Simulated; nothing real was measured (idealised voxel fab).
process module | voxel gate over fins
cross-section cut | 145 nm wide | cells 5 nm
A cross-section is a grid of square cells, given in bands from the top down. A band is one or more rows of cells.
Each band's line starts with the height of the band's top and of its bottom, in nm. Then come its materials from left to right, each with its width in nm. One material with "throughout" fills the band from edge to edge. "air" is empty space.
Height 0 is the level under which the wafer as received is all one material. The lowest band goes on downwards, as in "0 down".
A width such as "30 to 40" changes by the same amount from each row of cells to the next, from the band's top row to its bottom row.
"no change" after a step means that no cell of the cross-section changed.
closed voids: empty space of 8 cells or more with no open way to the top, each as width x height at its distance from the left edge, in nm
after a step's settings: what the simulator itself notes on the step
overlay nm, on a step with a mask: how far to the right of its planned place the mask lay; to the left if negative
plan
1 op RECEIVE | material Si
2 op CONFORMAL_DEP | material SiN | thk nm 10
3 op DIRECTIONAL_DEP | material aC | thk nm 10
4 op PATTERN | tone cover | mask id FINS | material resist | width nm 15 | pitch nm 35 | thk nm 30 | overlay nm 0
5 op DIRECTIONAL_ETCH | etch materials aC | depth nm 10
6 op STRIP | etch materials resist
7 op DIRECTIONAL_ETCH | etch materials SiN | depth nm 10
8 op DIRECTIONAL_ETCH | etch materials Si | depth nm 40
9 op STRIP | etch materials aC
10 op OXIDIZE | depth nm 5
11 op FILL_DEP | material SiO2 | thk nm 5
12 op CMP | height nm 10
13 op SELECTIVE_ETCH | etch materials SiO2 | depth nm 25
14 op STRIP | etch materials SiN
15 op CONFORMAL_DEP | material HfO2 | thk nm 5
16 op CONFORMAL_DEP | material TiN | thk nm 5
17 op CONFORMAL_DEP | material TiAl | thk nm 5
18 op CONFORMAL_DEP | material TiN | thk nm 5
19 op FILL_DEP | material W | thk nm 15
20 op CMP | height nm 30
21 op CONFORMAL_DEP | material SiCN | thk nm 5
as received, after step 1
  0 down: Si throughout
  closed voids: none
first wafer at the end, as planned
  35 to 30: SiCN throughout
  30 to 20: W throughout
  20 to 15: W 30 | TiN 80 | W 35
  15 to 10: W 30 | TiN 5 | TiAl 70 | TiN 5 | W 35
  10 to 5: W 30 | TiN 5 | TiAl 5 | TiN 25 | TiAl 10 | TiN 25 | TiAl 5 | TiN 5 | W 35
  5 to 0: TiN 35 | TiAl 5 | TiN 5 | HfO2 15 | TiN 5 | TiAl 10 | TiN 5 | HfO2 15 | TiN 5 | TiAl 5 | TiN 40
  0 to -5: TiAl 40 | TiN 5 | HfO2 5 | Si 5 | HfO2 5 | TiN 5 | TiAl 10 | TiN 5 | HfO2 5 | Si 5 | HfO2 5 | TiN 5 | TiAl 45
  -5 to -10: TiN 45 | HfO2 5 | Si 5 | HfO2 5 | TiN 20 | HfO2 5 | Si 5 | HfO2 5 | TiN 50
  -10 to -15: HfO2 50 | Si 5 | HfO2 30 | Si 5 | HfO2 55
  -15 to -45: SiO2 50 | Si 5 | SiO2 30 | Si 5 | SiO2 55
  -45 down: Si throughout
  closed voids: none
second wafer at the end: like start, like plan, one mistake
  35 to 30: SiCN throughout
  30 to 20: W throughout
  20 to 15: TiN throughout
  15 to 10: TiAl throughout
  10 to 5: TiN 50 | TiAl 5 | TiN 30 | TiAl 5 | TiN 55
  5 to 0: HfO2 45 | TiN 5 | TiAl 5 | TiN 5 | HfO2 20 | TiN 5 | TiAl 5 | TiN 5 | HfO2 50
  0 to -5: Si 40 | HfO2 5 | TiN 5 | TiAl 5 | TiN 5 | HfO2 5 | Si 10 | HfO2 5 | TiN 5 | TiAl 5 | TiN 5 | HfO2 5 | Si 45
  -5 to -10: Si 40 | HfO2 5 | TiN 15 | HfO2 5 | Si 10 | HfO2 5 | TiN 15 | HfO2 5 | Si 45
  -10 to -15: Si 40 | HfO2 25 | Si 10 | HfO2 25 | Si 45
  -15 to -45: Si 40 | SiO2 25 | Si 10 | SiO2 25 | Si 45
  -45 down: Si throughout
  closed voids: none
what went wrong: step 4 ran as: op PATTERN | tone open | mask id FINS | material resist | width nm 15 | pitch nm 35 | thk nm 30 | overlay nm 0
at the end the second wafer has, in cells: 153 more of Si | 102 fewer of SiO2 | 6 fewer of TiAl | 6 fewer of TiN | 39 fewer of W
